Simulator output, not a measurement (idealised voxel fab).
process module | voxel ribs on slabs
cross-section cut | 215 nm wide | cells 5 nm
A cross-section is a grid of square cells, given in bands from the top down. A band is one or more rows of cells.
Each band's line starts with the height of the band's top and of its bottom, in nm. Then come its materials from left to right, each with its width in nm. One material with "throughout" fills the band from edge to edge. "air" is empty space.
Height 0 is the level under which the wafer as received is all one material. The lowest band goes on downwards, as in "0 down".
A width such as "30 to 40" changes by the same amount from each row of cells to the next, from the band's top row to its bottom row.
"no change" after a step means that no cell of the cross-section changed.
closed voids: empty space of 8 cells or more with no open way to the top, each as width x height at its distance from the left edge, in nm
after a step's settings: what the simulator itself notes on the step
overlay nm, on a step with a mask: how far to the right of its planned place the mask lay; to the left if negative
plan
1 op RECEIVE | material Si
2 op DIRECTIONAL_DEP | material SiO2 | thk nm 20
3 op DIRECTIONAL_DEP | material SiN | thk nm 25
4 op MASKED_ETCH | tone cover | mask id RIB | width nm 30 | etch materials SiN | depth nm 10 | overlay nm 0
5 op DIRECTIONAL_DEP | material aC | thk nm 15
6 op PATTERN | tone cover | mask id SLAB | material resist | width nm 60 | thk nm 30 | overlay nm 0
7 op DIRECTIONAL_ETCH | etch materials aC | depth nm 15
8 op STRIP | etch materials resist
9 op DIRECTIONAL_ETCH | etch materials SiN | depth nm 15
10 op STRIP | etch materials aC
11 op FILL_DEP | material SiO2 | thk nm 20
12 op CMP | height nm 55
13 op DIRECTIONAL_DEP | material TiN | thk nm 5
14 op PATTERN | tone cover | mask id HEATER | material resist | width nm 40 | thk nm 15 | overlay nm 0
15 op DIRECTIONAL_ETCH | etch materials TiN | depth nm 5
16 op STRIP | etch materials resist
17 op CONFORMAL_DEP | material SiO2 | thk nm 10
first wafer, as planned
as received, after step 1
  0 down: Si throughout
  closed voids: none
after step 2
  20 to 0: SiO2 throughout
  below 0: unchanged
after step 3
  45 to 20: SiN throughout
  below 20: unchanged
after step 4
  45 to 35: air 90 | SiN 30 | air 95
  below 35: unchanged
after step 5
  60 to 50: air 90 | aC 30 | air 95
  50 to 45: aC throughout
  45 to 35: aC 90 | SiN 30 | aC 95
  below 35: unchanged
after step 6
  90 to 60: air 75 | resist 60 | air 80
  60 to 50: air 75 | resist 15 | aC 30 | resist 15 | air 80
  below 50: unchanged
after step 7
  75 to 60: air 75 | resist 60 | air 80
  60 to 50: air 75 | resist 15 | aC 30 | resist 15 | air 80
  50 to 45: air 75 | aC 60 | air 80
  45 to 35: air 75 | aC 15 | SiN 30 | aC 15 | air 80
  below 35: unchanged
after step 8
  60 to 50: air 90 | aC 30 | air 95
  below 50: unchanged
after step 9
  60 to 50: air 90 | aC 30 | air 95
  50 to 45: air 75 | aC 60 | air 80
  45 to 35: air 75 | aC 15 | SiN 30 | aC 15 | air 80
  35 to 20: air 75 | SiN 60 | air 80
  below 20: unchanged
after step 10
  45 to 35: air 90 | SiN 30 | air 95
  below 35: unchanged
after step 11
  65 to 45: SiO2 throughout
  45 to 35: SiO2 90 | SiN 30 | SiO2 95
  35 to 20: SiO2 75 | SiN 60 | SiO2 80
  below 20: unchanged
after step 12
  55 to 45: SiO2 throughout
  below 45: unchanged
after step 13
  60 to 55: TiN throughout
  below 55: unchanged
after step 14
  75 to 60: air 85 | resist 40 | air 90
  below 60: unchanged
after step 15
  75 to 60: air 85 | resist 40 | air 90
  60 to 55: air 85 | TiN 40 | air 90
  below 55: unchanged
after step 16
  60 to 55: air 85 | TiN 40 | air 90
  below 55: unchanged
after step 17
  70 to 65: air 75 | SiO2 60 | air 80
  65 to 60: SiO2 throughout
  60 to 55: SiO2 85 | TiN 40 | SiO2 90
  below 55: unchanged
second wafer: like start, like plan, one mistake. Through step 16 it matches the first wafer
when step 17 should have ended: no change
what went wrong: step 17 was left out
at the end the second wafer has, in cells: 90 fewer of SiO2
